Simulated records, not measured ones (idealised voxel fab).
process module | voxel air gaps
cross-section cut | 285 nm wide | cells 5 nm
We lay out every cross-section as a grid of square cells and spell it out in bands from the top down, where one band means one or more rows of cells.
Band: top height; bottom height; in nm. Then, left to right: material with width in nm, for each material. "full width": a single material spanning edge to edge. "air": empty space.
Where do heights start? At 0: under that level the wafer as delivered is made of one material only. And the lowest band has no floor; it just carries on downward, as in "top 0, no bottom".
So if you see something like "30..40" for the width, read it as the top row of the band sitting at the first number and the bottom row at the second, with every row in between moving by the same amount as the last.
Basically "nothing altered" means that step didn't change any cell in the cross-section.
"Sealed void list" lists enclosed empty spaces (at least 8 cells, no open path upward to the top), each as width x height at distance from the left edge, in nm.
after a step's settings: what the simulator itself notes on the step
overlay nm: where the mask lay relative to plan, measured to the right, on steps with a mask; negatives go left.
**Below is the list of planned process steps**
1 RECEIVE [material Si]
2 CONFORMAL_DEP [material SiO2] [thk nm 5]
3 CONFORMAL_DEP [material SiN] [thk nm 5]
4 DIRECTIONAL_DEP [material lowk] [thk nm 40]
5 PATTERN [tone open] [mask id LINES] [material resist] [width nm 15] [pitch nm 45] [thk nm 15] [overlay nm 0]
6 DIRECTIONAL_ETCH [etch materials lowk] [depth nm 40]
7 STRIP [etch materials resist]
8 CONFORMAL_DEP [material TiN] [thk nm 5]
9 FILL_DEP [material W] [thk nm 5]
10 CMP [height nm 55]
11 EPI [material Ru] [thk nm 10]
12 SELECTIVE_ETCH [etch materials lowk] [depth nm 50]
13 CONFORMAL_DEP [material SiN] [thk nm 5]
Don't read the plan's thk nm for step 2 as applying to every wafer: that's the first wafer's value, and the wafers differ in it, though they all start identical.
**As-received cross-section, first of several wafers, post step 1**
	top 0, no bottom = Si full width
	Sealed void list: none
**Here is how to read the rows: every wafer has a row, and it shows the wafer at the end of the module, giving for each material how many cells were gained (+) or lost (-) since the wafer was received, then listing its closed voids**
thk nm 5; +114 Ru; +114 SiN; +57 SiO2; +105 TiN; +24 W; +384 lowk; Sealed void list: none
thk nm 10; +42 Ru; +198 SiN; +114 SiO2; +51 TiN; +21 W; Sealed void list: 20 x 30 at 110; 20 x 30 at 155
thk nm 15; +42 Ru; +192 SiN; +171 SiO2; +45 TiN; +18 W; Sealed void list: 20 x 25 at 110; 20 x 25 at 155
thk nm 20; +42 Ru; +186 SiN; +228 SiO2; +39 TiN; +15 W; Sealed void list: 20 x 20 at 110; 20 x 20 at 155
thk nm 25; +42 Ru; +180 SiN; +285 SiO2; +33 TiN; +12 W; Sealed void list: 20 x 15 at 110; 20 x 15 at 155
